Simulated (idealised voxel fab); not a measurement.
This section sets out a process module, namely voxel self aligned vias.
Displayed cross-section: cut, width of 250 nm, square cells sized 5 nm.
We lay out every cross-section as a grid of square cells and spell it out in bands from the top down, where one band means one or more rows of cells. Per band: top height and bottom height in nm, followed by the left-to-right materials and their widths in nm; "everywhere" marks a single material spanning edge to edge, "air" marks empty space. Heights are measured from 0, the level below which the as-received wafer is all one material; the lowest band has no bottom and continues downward, written as in "0 and below". Top row gets the first number, bottom row gets the second, and each row in between changes by the same step: that is how a band width like "30..40" works. "remains unaltered" (step): cross-section cells unchanged, all of them. Listed in "Tabulated closed voids": every empty space of 8 or more cells without an open way to the top. Form: width x height at distance, the distance being from the left edge, all in nm. Formally, on a step line, whatever follows the settings is a remark that the simulator itself makes on the step. The "overlay nm" setting may appear on a step's line; for a step that uses a mask, it gives how far to the right of its planned position the mask lay, and a negative value indicates the left.

### Planned process steps
- 1: RECEIVE with material Si
- 2: CONFORMAL_DEP with material SiO2, thk nm 10
- 3: CONFORMAL_DEP with material SiCN, thk nm 5
- 4: DIRECTIONAL_DEP with material lowk, thk nm 30
- 5: DIRECTIONAL_DEP with material aC, thk nm 10
- 6: PATTERN with tone open, mask id LINES, material resist, width nm 20, pitch nm 70, thk nm 25, overlay nm 0
- 7: DIRECTIONAL_ETCH with etch materials aC, depth nm 10
- 8: STRIP with etch materials resist
- 9: DIRECTIONAL_ETCH with etch materials lowk, depth nm 30
- 10: STRIP with etch materials aC
- 11: CONFORMAL_DEP with material TiN, thk nm 5
- 12: FILL_DEP with material Ru, thk nm 10
- 13: CMP with height nm 45
- 14: SELECTIVE_ETCH with etch materials W Ru TiN, depth nm 10
- 15: FILL_DEP with material SiN, thk nm 10
- 16: CMP with height nm 45
- 17: DIRECTIONAL_DEP with material lowk, thk nm 15
- 18: DIRECTIONAL_DEP with material aC, thk nm 10
- 19: PATTERN with tone open, mask id VIAS, material resist, width nm 40, pitch nm 70, thk nm 25, overlay nm 0
- 20: DIRECTIONAL_ETCH with etch materials aC, depth nm 10
- 21: STRIP with etch materials resist
- 22: DIRECTIONAL_ETCH with etch materials lowk, depth nm 15
- 23: DIRECTIONAL_ETCH with etch materials SiN, depth nm 10
- 24: STRIP with etch materials aC
- 25: CONFORMAL_DEP with material TiN, thk nm 5
- 26: FILL_DEP with material Ru, thk nm 5
- 27: CMP with height nm 60
- 28: CONFORMAL_DEP with material SiCN, thk nm 5

### So this is the incoming wafer in cross-section - it's already been through step 1
	0 and below = Si everywhere
	Tabulated closed voids: none

### Cross-sectional image of the first of two wafers at the end of the module, the run having proceeded as planned
	65 down to 60 = SiCN everywhere
	60 down to 50 = 70 nm lowk, then 5 nm TiN, then 30 nm Ru, then 5 nm TiN, then 30 nm lowk, then 5 nm TiN, then 30 nm Ru, then 5 nm TiN, then 70 nm lowk
	50 down to 40 = 70..80 nm lowk, then 15..5 nm TiN, then 10 nm Ru, then 15..5 nm TiN, then 30..50 nm lowk, then 15..5 nm TiN, then 10 nm Ru, then 15..5 nm TiN, then 70..80 nm lowk
	40 down to 35 = 80 nm lowk, then 20 nm TiN, then 50 nm lowk, then 20 nm TiN, then 80 nm lowk
	35 down to 20 = 80 nm lowk, then 5 nm TiN, then 10 nm Ru, then 5 nm TiN, then 50 nm lowk, then 5 nm TiN, then 10 nm Ru, then 5 nm TiN, then 80 nm lowk
	20 down to 15 = 80 nm lowk, then 20 nm TiN, then 50 nm lowk, then 20 nm TiN, then 80 nm lowk
	15 down to 10 = SiCN everywhere
	10 down to 0 = SiO2 everywhere
	0 and below = Si everywhere
	Tabulated closed voids: none

### The second wafer, shown in cross-section after the module: started the same way as the first and given the same plan, yet one mistake crept into how it was run
	65 down to 60 = SiCN everywhere
	60 down to 45 = 70 nm lowk, then 5 nm TiN, then 30 nm Ru, then 5 nm TiN, then 30 nm lowk, then 5 nm TiN, then 30 nm Ru, then 5 nm TiN, then 70 nm lowk
	45 down to 40 = 70 nm SiN, then 15 nm TiN, then 10 nm Ru, then 15 nm TiN, then 30 nm SiN, then 15 nm TiN, then 10 nm Ru, then 15 nm TiN, then 70 nm SiN
	40 down to 35 = 80 nm lowk, then 20 nm TiN, then 50 nm lowk, then 20 nm TiN, then 80 nm lowk
	35 down to 15 = 80 nm lowk, then 5 nm TiN, then 10 nm Ru, then 5 nm TiN, then 50 nm lowk, then 5 nm TiN, then 10 nm Ru, then 5 nm TiN, then 80 nm lowk
	15 down to 10 = 80 nm lowk, then 20 nm TiN, then 50 nm lowk, then 20 nm TiN, then 80 nm lowk
	10 down to 0 = SiO2 everywhere
	0 and below = Si everywhere
	Tabulated closed voids: none
what went wrong: execution of step 3 of the plan did not take place, the step having been omitted
Looking at both finished wafers in cells, the second ends up ahead of or behind the first on some materials: +12 Ru; -50 SiCN; +34 SiN; +4 TiN
